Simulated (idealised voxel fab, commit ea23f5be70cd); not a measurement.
The process module presented herein is designated voxel self aligned vias.
It is cross-section cut that appears here, measuring 220 nm in width, its square cells being 5 nm in size.
A cross-section in this document is a grid of square cells, and it is written down as bands, the top band listed before the ones below it; a band is made up of one or more rows of cells. Top height, bottom height, nm. Materials left to right, width each, nm. Single material + "all across" = fills band edge to edge. "blank" = empty. Beneath 0, the wafer as received is one material, and that level is where height counting begins. The lowest band goes on downward without a bottom; it is written like "0 -> down". The notation "30..40" denotes a width that varies across the rows of cells in the band, beginning at the first number in the top row, finishing at the second number in the bottom row, and changing by an identical amount from each row to the next. "no modifications" after a step means that no cell of the cross-section changed. Entry "Entrapped voids". Content: empty spaces with no open connection to the top, size 8 cells or greater. Each: width x height at distance. Distance: from left edge. Unit: nm. On each step's line, the part that comes after the settings is the simulator's own comment on the step. "overlay nm" denotes, for a step that has a mask, the displacement of the mask to the right of its planned place, with negative values corresponding to the left.

These are the steps we planned for the process
1,RECEIVE with material Si
2,CONFORMAL_DEP with material SiO2, thk nm 15
3,CONFORMAL_DEP with material SiCN, thk nm 5
4,DIRECTIONAL_DEP with material SiO2, thk nm 30
5,PATTERN with tone open, mask id LINES, material resist, width nm 20, pitch nm 50, thk nm 15, overlay nm 0
6,DIRECTIONAL_ETCH with etch materials SiO2, depth nm 30
7,STRIP with etch materials resist
8,CONFORMAL_DEP with material TiN, thk nm 5
9,FILL_DEP with material Ru, thk nm 5
10,CMP with height nm 50
11,SELECTIVE_ETCH with etch materials W Ru TiN, depth nm 10
12,FILL_DEP with material SiN, thk nm 10
13,CMP with height nm 50
14,DIRECTIONAL_DEP with material SiO2, thk nm 20
15,DIRECTIONAL_DEP with material aC, thk nm 10
16,PATTERN with tone open, mask id VIAS, material resist, width nm 30, thk nm 30, overlay nm 0
17,DIRECTIONAL_ETCH with etch materials aC, depth nm 10
18,STRIP with etch materials resist
19,DIRECTIONAL_ETCH with etch materials SiO2, depth nm 10
20,DIRECTIONAL_ETCH with etch materials SiN, depth nm 10
21,STRIP with etch materials aC
22,CONFORMAL_DEP with material TiN, thk nm 5
23,FILL_DEP with material Ru, thk nm 5
24,CMP with height nm 70
25,CONFORMAL_DEP with material SiCN, thk nm 5
Don't read the plan's depth nm for step 19 as applying to every wafer: that's the first wafer's value, and the wafers differ in it, though they all start identical.

Received condition of the first of several wafers, sectioned: post-step 1
* 0 -> down: Si all across
* Entrapped voids: none

Cross-section of the first of several wafers once the module has run through its last step, step 25
* 75 -> 70: SiCN all across
* 70 -> 65: SiO2 70 / TiN 5 / Ru 20 / TiN 5 / SiO2 120
* 65 -> 60: SiO2 70 / TiN 30 / SiO2 120
* 60 -> 50: SiO2 all across
* 50 -> 40: SiO2 75 / SiN 20 / SiO2 30 / SiN 20 / SiO2 75
* 40 -> 25: SiO2 75 / TiN 5 / Ru 10 / TiN 5 / SiO2 30 / TiN 5 / Ru 10 / TiN 5 / SiO2 75
* 25 -> 20: SiO2 75 / TiN 20 / SiO2 30 / TiN 20 / SiO2 75
* 20 -> 15: SiCN all across
* 15 -> 0: SiO2 all across
* 0 -> down: Si all across
* Entrapped voids: none

So this is the cross-section on the last wafer at the end of the module
* 75 -> 70: SiCN all across
* 70 -> 50: SiO2 70 / TiN 5 / Ru 20 / TiN 5 / SiO2 120
* 50 -> 45: SiO2 70 / TiN 5 / Ru 20 / TiN 5 / SiO2 25 / SiN 20 / SiO2 75
* 45 -> 40: SiO2 70 / TiN 30 / SiO2 25 / SiN 20 / SiO2 75
* 40 -> 35: SiO2 70 / TiN 10 / Ru 10 / TiN 10 / SiO2 25 / TiN 5 / Ru 10 / TiN 5 / SiO2 75
* 35 -> 25: SiO2 75 / TiN 5 / Ru 10 / TiN 5 / SiO2 30 / TiN 5 / Ru 10 / TiN 5 / SiO2 75
* 25 -> 20: SiO2 75 / TiN 20 / SiO2 30 / TiN 20 / SiO2 75
* 20 -> 15: SiCN all across
* 15 -> 0: SiO2 all across
* 0 -> down: Si all across
* Entrapped voids: none

Quick key for the table: a row per wafer, taken at the end of the module. For each material it tells you how many cells the wafer gained (+) or lost (-) since it came in, and the closed voids come after
depth nm 10, +16 Ru, +88 SiCN, +16 SiN, +512 SiO2, +28 TiN, Entrapped voids: none
depth nm 15, +20 Ru, +88 SiCN, +16 SiN, +506 SiO2, +30 TiN, Entrapped voids: none
depth nm 20, +28 Ru, +88 SiCN, +8 SiN, +500 SiO2, +36 TiN, Entrapped voids: none
depth nm 25, +30 Ru, +88 SiCN, +8 SiN, +498 SiO2, +36 TiN, Entrapped voids: none
depth nm 30, +32 Ru, +88 SiCN, +8 SiN, +496 SiO2, +36 TiN, Entrapped voids: none
depth nm 35, +32 Ru, +88 SiCN, +8 SiN, +494 SiO2, +38 TiN, Entrapped voids: none
